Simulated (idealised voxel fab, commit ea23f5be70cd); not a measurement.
process module | voxel wiring stack
cross-section cut | 295 nm wide | cells 5 nm
A cross-section is a grid of square cells, given in bands from the top down. A band is one or more rows of cells.
Each band's line starts with the height of the band's top and of its bottom, in nm. Then come its materials from left to right, each with its width in nm. One material with "throughout" fills the band from edge to edge. "air" is empty space.
Height 0 is the level under which the wafer as received is all one material. The lowest band goes on downwards, as in "0 down".
A width such as "30 to 40" changes by the same amount from each row of cells to the next, from the band's top row to its bottom row.
"no change" after a step means that no cell of the cross-section changed.
closed voids: empty space of 8 cells or more with no open way to the top, each as width x height at its distance from the left edge, in nm
after a step's settings: what the simulator itself notes on the step
overlay nm, on a step with a mask: how far to the right of its planned place the mask lay; to the left if negative
plan
1 op RECEIVE | material Si
2 op CONFORMAL_DEP | material SiO2 | thk nm 10
3 op DIRECTIONAL_DEP | material TiN | thk nm 5
4 op DIRECTIONAL_DEP | material Ru | thk nm 20
5 op PATTERN | tone cover | mask id METAL_1 | material resist | width nm 30 | pitch nm 50 | thk nm 15 | overlay nm 0
6 op DIRECTIONAL_ETCH | etch materials Ru | depth nm 20
7 op DIRECTIONAL_ETCH | etch materials TiN | depth nm 5
8 op STRIP | etch materials resist
9 op FILL_DEP | material lowk | thk nm 10
10 op CMP | height nm 35
11 op CONFORMAL_DEP | material SiCN | thk nm 5
12 op DIRECTIONAL_DEP | material lowk | thk nm 20
13 op PATTERN | tone open | mask id PLUG_1 | material resist | width nm 15 | pitch nm 50 | thk nm 20 | overlay nm 0
14 op DIRECTIONAL_ETCH | etch materials lowk | depth nm 20
15 op DIRECTIONAL_ETCH | etch materials SiCN | depth nm 5
16 op STRIP | etch materials resist
17 op EPI | material Ru | thk nm 10
18 op EPI | material Ru | thk nm 10
19 op EPI | material Ru | thk nm 5
20 op DIRECTIONAL_DEP | material TiN | thk nm 5
21 op DIRECTIONAL_DEP | material W | thk nm 20
22 op MASKED_ETCH | tone cover | mask id METAL_2 | width nm 30 | pitch nm 50 | etch materials W | depth nm 20 | overlay nm 0
23 op MASKED_ETCH | tone cover | mask id METAL_2 | width nm 30 | pitch nm 50 | etch materials TiN | depth nm 5 | overlay nm 0
24 op CONFORMAL_DEP | material SiN | thk nm 5
25 op FILL_DEP | material SiO2 | thk nm 10
26 op CMP | height nm 85
27 op CONFORMAL_DEP | material SiCN | thk nm 5
first wafer, as planned
as received, after step 1
  0 down: Si throughout
  closed voids: none
after step 2
  10 to 0: SiO2 throughout
  below 0: unchanged
after step 3
  15 to 10: TiN throughout
  below 10: unchanged
after step 4
  35 to 15: Ru throughout
  below 15: unchanged
after step 5
  50 to 35: air 80 | resist 30 | air 20 | resist 30 | air 20 | resist 30 | air 85
  below 35: unchanged
after step 6
  50 to 35: air 80 | resist 30 | air 20 | resist 30 | air 20 | resist 30 | air 85
  35 to 15: air 80 | Ru 30 | air 20 | Ru 30 | air 20 | Ru 30 | air 85
  below 15: unchanged
after step 7
  50 to 35: air 80 | resist 30 | air 20 | resist 30 | air 20 | resist 30 | air 85
  35 to 15: air 80 | Ru 30 | air 20 | Ru 30 | air 20 | Ru 30 | air 85
  15 to 10: air 80 | TiN 30 | air 20 | TiN 30 | air 20 | TiN 30 | air 85
  below 10: unchanged
after step 8
  35 to 15: air 80 | Ru 30 | air 20 | Ru 30 | air 20 | Ru 30 | air 85
  below 15: unchanged
after step 9
  45 to 35: lowk throughout
  35 to 15: lowk 80 | Ru 30 | lowk 20 | Ru 30 | lowk 20 | Ru 30 | lowk 85
  15 to 10: lowk 80 | TiN 30 | lowk 20 | TiN 30 | lowk 20 | TiN 30 | lowk 85
  below 10: unchanged
after step 10
  35 to 15: lowk 80 | Ru 30 | lowk 20 | Ru 30 | lowk 20 | Ru 30 | lowk 85
  below 15: unchanged
after step 11
  40 to 35: SiCN throughout
  below 35: unchanged
after step 12
  60 to 40: lowk throughout
  below 40: unchanged
after step 13
  80 to 60: resist 80 | air 15 | resist 35 | air 15 | resist 35 | air 15 | resist 100
  below 60: unchanged
after step 14
  80 to 60: resist 80 | air 15 | resist 35 | air 15 | resist 35 | air 15 | resist 100
  60 to 40: lowk 80 | air 15 | lowk 35 | air 15 | lowk 35 | air 15 | lowk 100
  below 40: unchanged
after step 15
  80 to 60: resist 80 | air 15 | resist 35 | air 15 | resist 35 | air 15 | resist 100
  60 to 40: lowk 80 | air 15 | lowk 35 | air 15 | lowk 35 | air 15 | lowk 100
  40 to 35: SiCN 80 | air 15 | SiCN 35 | air 15 | SiCN 35 | air 15 | SiCN 100
  below 35: unchanged
after step 16
  60 to 40: lowk 80 | air 15 | lowk 35 | air 15 | lowk 35 | air 15 | lowk 100
  below 40: unchanged
after step 17
  60 to 45: lowk 80 | air 15 | lowk 35 | air 15 | lowk 35 | air 15 | lowk 100
  45 to 40: lowk 80 | Ru 15 | lowk 35 | Ru 15 | lowk 35 | Ru 15 | lowk 100
  40 to 35: SiCN 80 | Ru 15 | SiCN 35 | Ru 15 | SiCN 35 | Ru 15 | SiCN 100
  below 35: unchanged
after step 18
  60 to 55: lowk 80 | air 15 | lowk 35 | air 15 | lowk 35 | air 15 | lowk 100
  55 to 40: lowk 80 | Ru 15 | lowk 35 | Ru 15 | lowk 35 | Ru 15 | lowk 100
  below 40: unchanged
after step 19
  60 to 40: lowk 80 | Ru 15 | lowk 35 | Ru 15 | lowk 35 | Ru 15 | lowk 100
  below 40: unchanged
after step 20
  65 to 60: TiN throughout
  below 60: unchanged
after step 21
  85 to 65: W throughout
  below 65: unchanged
after step 22
  85 to 65: air 80 | W 30 | air 20 | W 30 | air 20 | W 30 | air 85
  below 65: unchanged
after step 23
  85 to 65: air 80 | W 30 | air 20 | W 30 | air 20 | W 30 | air 85
  65 to 60: air 80 | TiN 30 | air 20 | TiN 30 | air 20 | TiN 30 | air 85
  below 60: unchanged
after step 24
  90 to 85: air 75 | SiN 40 | air 10 | SiN 40 | air 10 | SiN 40 | air 80
  85 to 65: air 75 | SiN 5 | W 30 | SiN 5 | air 10 | SiN 5 | W 30 | SiN 5 | air 10 | SiN 5 | W 30 | SiN 5 | air 80
  65 to 60: SiN 80 | TiN 30 | SiN 20 | TiN 30 | SiN 20 | TiN 30 | SiN 85
  below 60: unchanged
after step 25
  100 to 90: SiO2 throughout
  90 to 85: SiO2 75 | SiN 40 | SiO2 10 | SiN 40 | SiO2 10 | SiN 40 | SiO2 80
  85 to 65: SiO2 75 | SiN 5 | W 30 | SiN 5 | SiO2 10 | SiN 5 | W 30 | SiN 5 | SiO2 10 | SiN 5 | W 30 | SiN 5 | SiO2 80
  below 65: unchanged
after step 26
  85 to 65: SiO2 75 | SiN 5 | W 30 | SiN 5 | SiO2 10 | SiN 5 | W 30 | SiN 5 | SiO2 10 | SiN 5 | W 30 | SiN 5 | SiO2 80
  below 65: unchanged
after step 27
  90 to 85: SiCN throughout
  below 85: unchanged
second wafer: like start, like plan, one mistake. Through step 16 it matches the first wafer
when step 18 should have ended
  60 to 45: lowk 80 | air 15 | lowk 35 | air 15 | lowk 35 | air 15 | lowk 100
  45 to 40: lowk 80 | Ru 15 | lowk 35 | Ru 15 | lowk 35 | Ru 15 | lowk 100
  40 to 35: SiCN 80 | Ru 15 | SiCN 35 | Ru 15 | SiCN 35 | Ru 15 | SiCN 100
  below 35: unchanged
when step 19 should have ended
  60 to 50: lowk 80 | air 15 | lowk 35 | air 15 | lowk 35 | air 15 | lowk 100
  50 to 40: lowk 80 | Ru 15 | lowk 35 | Ru 15 | lowk 35 | Ru 15 | lowk 100
  below 40: unchanged
when step 20 should have ended
  65 to 60: TiN 80 | air 15 | TiN 35 | air 15 | TiN 35 | air 15 | TiN 100
  60 to 55: lowk 80 | air 15 | lowk 35 | air 15 | lowk 35 | air 15 | lowk 100
  55 to 50: lowk 80 | TiN 15 | lowk 35 | TiN 15 | lowk 35 | TiN 15 | lowk 100
  below 50: unchanged
when step 21 should have ended
  85 to 75: W 80 | air 15 | W 35 | air 15 | W 35 | air 15 | W 100
  75 to 65: W throughout
  65 to 60: TiN 80 | W 15 | TiN 35 | W 15 | TiN 35 | W 15 | TiN 100
  60 to 55: lowk 80 | W 15 | lowk 35 | W 15 | lowk 35 | W 15 | lowk 100
  below 55: unchanged
when step 22 should have ended
  85 to 75: air 95 | W 15 | air 35 | W 15 | air 35 | W 15 | air 85
  75 to 65: air 80 | W 30 | air 20 | W 30 | air 20 | W 30 | air 85
  below 65: unchanged
when step 23 should have ended
  85 to 75: air 95 | W 15 | air 35 | W 15 | air 35 | W 15 | air 85
  75 to 65: air 80 | W 30 | air 20 | W 30 | air 20 | W 30 | air 85
  65 to 60: air 80 | W 15 | TiN 15 | air 20 | W 15 | TiN 15 | air 20 | W 15 | TiN 15 | air 85
  below 60: unchanged
when step 24 should have ended
  90 to 85: air 90 | SiN 25 | air 25 | SiN 25 | air 25 | SiN 25 | air 80
  85 to 75: air 90 to 75 | SiN 5 to 20 | W 15 | SiN 5 | air 25 to 10 | SiN 5 to 20 | W 15 | SiN 5 | air 25 to 10 | SiN 5 to 20 | W 15 | SiN 5 | air 80
  75 to 65: air 75 | SiN 5 | W 30 | SiN 5 | air 10 | SiN 5 | W 30 | SiN 5 | air 10 | SiN 5 | W 30 | SiN 5 | air 80
  65 to 60: SiN 80 | W 15 | TiN 15 | SiN 20 | W 15 | TiN 15 | SiN 20 | W 15 | TiN 15 | SiN 85
  below 60: unchanged
when step 25 should have ended
  100 to 90: SiO2 throughout
  90 to 85: SiO2 90 | SiN 25 | SiO2 25 | SiN 25 | SiO2 25 | SiN 25 | SiO2 80
  85 to 75: SiO2 90 to 75 | SiN 5 to 20 | W 15 | SiN 5 | SiO2 25 to 10 | SiN 5 to 20 | W 15 | SiN 5 | SiO2 25 to 10 | SiN 5 to 20 | W 15 | SiN 5 | SiO2 80
  75 to 65: SiO2 75 | SiN 5 | W 30 | SiN 5 | SiO2 10 | SiN 5 | W 30 | SiN 5 | SiO2 10 | SiN 5 | W 30 | SiN 5 | SiO2 80
  below 65: unchanged
when step 26 should have ended
  85 to 75: SiO2 90 to 75 | SiN 5 to 20 | W 15 | SiN 5 | SiO2 25 to 10 | SiN 5 to 20 | W 15 | SiN 5 | SiO2 25 to 10 | SiN 5 to 20 | W 15 | SiN 5 | SiO2 80
  below 75: unchanged
when step 27 should have ended
  90 to 85: SiCN throughout
  below 85: unchanged
what went wrong: one of the steps 17 and 18, which are alike, was left out
at the end the second wafer has, in cells: 18 fewer of Ru | 9 more of SiN | 9 more of SiO2
